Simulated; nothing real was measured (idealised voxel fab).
process module | voxel plated lines
cross-section cut | 240 nm wide | cells 5 nm
A cross-section is a grid of square cells, given in bands from the top down. A band is one or more rows of cells.
Each band's line starts with the height of the band's top and of its bottom, in nm. Then come its materials from left to right, each with its width in nm. One material with "throughout" fills the band from edge to edge. "air" is empty space.
Height 0 is the level under which the wafer as received is all one material. The lowest band goes on downwards, as in "0 down".
A width such as "30 to 40" changes by the same amount from each row of cells to the next, from the band's top row to its bottom row.
"no change" after a step means that no cell of the cross-section changed.
closed voids: empty space of 8 cells or more with no open way to the top, each as width x height at its distance from the left edge, in nm
after a step's settings: what the simulator itself notes on the step
overlay nm, on a step with a mask: how far to the right of its planned place the mask lay; to the left if negative
plan
1 op RECEIVE | material Si
2 op CONFORMAL_DEP | material SiO2 | thk nm 5
3 op DIRECTIONAL_DEP | material TiN | thk nm 5
4 op PATTERN | tone open | mask id LINES | material resist | width nm 25 | pitch nm 50 | thk nm 25 | overlay nm 0
5 op EPI | material Ru | thk nm 5
6 op EPI | material Ru | thk nm 10
7 op STRIP | etch materials resist
8 op DIRECTIONAL_ETCH | etch materials TiN | depth nm 5
9 op CONFORMAL_DEP | material SiCN | thk nm 5
as received, after step 1
  0 down: Si throughout
  closed voids: none
first wafer at the end, as planned
  30 to 25: air 50 | SiCN 35 | air 15 | SiCN 35 | air 15 | SiCN 35 | air 55
  25 to 10: air 50 | SiCN 5 | Ru 25 | SiCN 5 | air 15 | SiCN 5 | Ru 25 | SiCN 5 | air 15 | SiCN 5 | Ru 25 | SiCN 5 | air 55
  10 to 5: SiCN 55 | TiN 25 | SiCN 25 | TiN 25 | SiCN 25 | TiN 25 | SiCN 60
  5 to 0: SiO2 throughout
  0 down: Si throughout
  closed voids: none
second wafer at the end: like start, like plan, one mistake
  40 to 35: air 50 | SiCN 35 | air 15 | SiCN 35 | air 15 | SiCN 35 | air 55
  35 to 10: air 50 | SiCN 5 | Ru 25 | SiCN 5 | air 15 | SiCN 5 | Ru 25 | SiCN 5 | air 15 | SiCN 5 | Ru 25 | SiCN 5 | air 55
  10 to 5: SiCN 55 | TiN 25 | SiCN 25 | TiN 25 | SiCN 25 | TiN 25 | SiCN 60
  5 to 0: SiO2 throughout
  0 down: Si throughout
  closed voids: none
what went wrong: step 6 was run twice
at the end the second wafer has, in cells: 30 more of Ru | 12 more of SiCN
